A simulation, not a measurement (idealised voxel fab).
Presented below is a process module, voxel air gaps.
The figure presents cross-section cut, which has a width of 220 nm and is divided into square cells with an edge length of 5 nm.
Square cells in a grid make up a cross-section in this document, and the grid is given as bands, listed from the top down, each one or more rows of cells. The band entry comprises the height of the band's top followed by the height of its bottom, expressed in nm, and subsequently the band's materials from left to right, each stated together with its width in nm. Where a single material is marked with the word "all across", that material fills the band from edge to edge. The word "blank" represents empty space. Heights from 0 (as-received wafer is one material below). Bottom band endless downward, as "z 0 and below". With a width like "30->40", each row of cells in the band differs from the next by the same amount, the top row carrying the first number and the bottom row the second. The designation "everything unchanged", where it is given for a processing step, indicates that no cell of the cross-section was altered in the course of that step. The entry titled "Catalogued sealed voids" provides the empty spaces that have no open way to the top, restricted to those of 8 cells or more. Each is presented as width x height at distance, the distance being measured from the left edge, with all three in nm. Anything after a step's settings on that line? It's the simulator's own note about the step. The optional step-line setting "overlay nm" applies to steps with a mask and quantifies how far to the right of its planned location the mask lay, a negative value indicating leftward placement.
Steps in the process plan:
- 1: op RECEIVE | material Si
- 2: op CONFORMAL_DEP | material SiO2 | thk nm 10
- 3: op CONFORMAL_DEP | material SiN | thk nm 5
- 4: op DIRECTIONAL_DEP | material SiO2 | thk nm 40
- 5: op MASKED_ETCH | tone open | mask id LINES | width nm 15 | pitch nm 40 | etch materials SiO2 | depth nm 40 | overlay nm 0
- 6: op CONFORMAL_DEP | material TiN | thk nm 5
- 7: op FILL_DEP | material Ru | thk nm 5
- 8: op CMP | height nm 55
- 9: op EPI | material Ru | thk nm 10
- 10: op SELECTIVE_ETCH | etch materials SiO2 | depth nm 50
- 11: op CONFORMAL_DEP | material SiCN | thk nm 5
Among the wafers covered here, the point of difference is the thk nm at step 11; their starting state is shared, and the plan presents the value of the first wafer.
First wafer of several, as received: cross-section after step 1:
	z 0 and below | Si all across
	Catalogued sealed voids: none
End-of-module cross-section, first of several wafers, after last step 11:
	z 70 to 65 | blank 45 nm, then SiCN 125 nm, then blank 50 nm
	z 65 to 55 | blank 45 nm, then SiCN 5 nm, then Ru 35 nm, then SiCN 5 nm, then Ru 35 nm, then SiCN 5 nm, then Ru 35 nm, then SiCN 5 nm, then blank 50 nm
	z 55 to 50 | blank 45 nm, then SiCN 15 nm, then TiN 5 nm, then Ru 5 nm, then TiN 5 nm, then SiCN 25 nm, then TiN 5 nm, then Ru 5 nm, then TiN 5 nm, then SiCN 25 nm, then TiN 5 nm, then Ru 5 nm, then TiN 5 nm, then SiCN 15 nm, then blank 50 nm
	z 50 to 20 | blank 55 nm, then SiCN 5 nm, then TiN 5 nm, then Ru 5 nm, then TiN 5 nm, then SiCN 5 nm, then blank 15 nm, then SiCN 5 nm, then TiN 5 nm, then Ru 5 nm, then TiN 5 nm, then SiCN 5 nm, then blank 15 nm, then SiCN 5 nm, then TiN 5 nm, then Ru 5 nm, then TiN 5 nm, then SiCN 5 nm, then blank 60 nm
	z 20 to 15 | SiCN 60 nm, then TiN 15 nm, then SiCN 25 nm, then TiN 15 nm, then SiCN 25 nm, then TiN 15 nm, then SiCN 65 nm
	z 15 to 10 | SiN all across
	z 10 to 0 | SiO2 all across
	z 0 and below | Si all across
	Catalogued sealed voids: 15 x 30 at 80; 15 x 30 at 120
X-section, last wafer, module end:
	z 85 to 65 | blank 30 nm, then SiCN 155 nm, then blank 35 nm
	z 65 to 55 | blank 30 nm, then SiCN 20 nm, then Ru 35 nm, then SiCN 5 nm, then Ru 35 nm, then SiCN 5 nm, then Ru 35 nm, then SiCN 20 nm, then blank 35 nm
	z 55 to 50 | blank 30 nm, then SiCN 30 nm, then TiN 5 nm, then Ru 5 nm, then TiN 5 nm, then SiCN 25 nm, then TiN 5 nm, then Ru 5 nm, then TiN 5 nm, then SiCN 25 nm, then TiN 5 nm, then Ru 5 nm, then TiN 5 nm, then SiCN 30 nm, then blank 35 nm
	z 50 to 35 | blank 30 nm, then SiCN 30 nm, then TiN 5 nm, then Ru 5 nm, then TiN 5 nm, then SiCN 5 nm, then blank 15 nm, then SiCN 5 nm, then TiN 5 nm, then Ru 5 nm, then TiN 5 nm, then SiCN 5 nm, then blank 15 nm, then SiCN 5 nm, then TiN 5 nm, then Ru 5 nm, then TiN 5 nm, then SiCN 30 nm, then blank 35 nm
	z 35 to 20 | SiCN 60 nm, then TiN 5 nm, then Ru 5 nm, then TiN 5 nm, then SiCN 5 nm, then blank 15 nm, then SiCN 5 nm, then TiN 5 nm, then Ru 5 nm, then TiN 5 nm, then SiCN 5 nm, then blank 15 nm, then SiCN 5 nm, then TiN 5 nm, then Ru 5 nm, then TiN 5 nm, then SiCN 65 nm
	z 20 to 15 | SiCN 60 nm, then TiN 15 nm, then SiCN 25 nm, then TiN 15 nm, then SiCN 25 nm, then TiN 15 nm, then SiCN 65 nm
	z 15 to 10 | SiN all across
	z 10 to 0 | SiO2 all across
	z 0 and below | Si all across
	Catalogued sealed voids: 15 x 30 at 80; 15 x 30 at 120
The table below has one row for each wafer; a row shows, as of the end of the module, how many cells of each material the wafer has gained, marked (+), or lost, marked (-), since it was received, and then the wafer's closed voids:
thk nm 5, +63 Ru, +120 SiCN, +44 SiN, +88 SiO2, +51 TiN, Catalogued sealed voids: 15 x 30 at 80; 15 x 30 at 120
thk nm 10, +63 Ru, +192 SiCN, +44 SiN, +88 SiO2, +51 TiN, Catalogued sealed voids: 15 x 30 at 80; 15 x 30 at 120
thk nm 15, +63 Ru, +264 SiCN, +44 SiN, +88 SiO2, +51 TiN, Catalogued sealed voids: 15 x 30 at 80; 15 x 30 at 120
thk nm 20, +63 Ru, +336 SiCN, +44 SiN, +88 SiO2, +51 TiN, Catalogued sealed voids: 15 x 30 at 80; 15 x 30 at 120
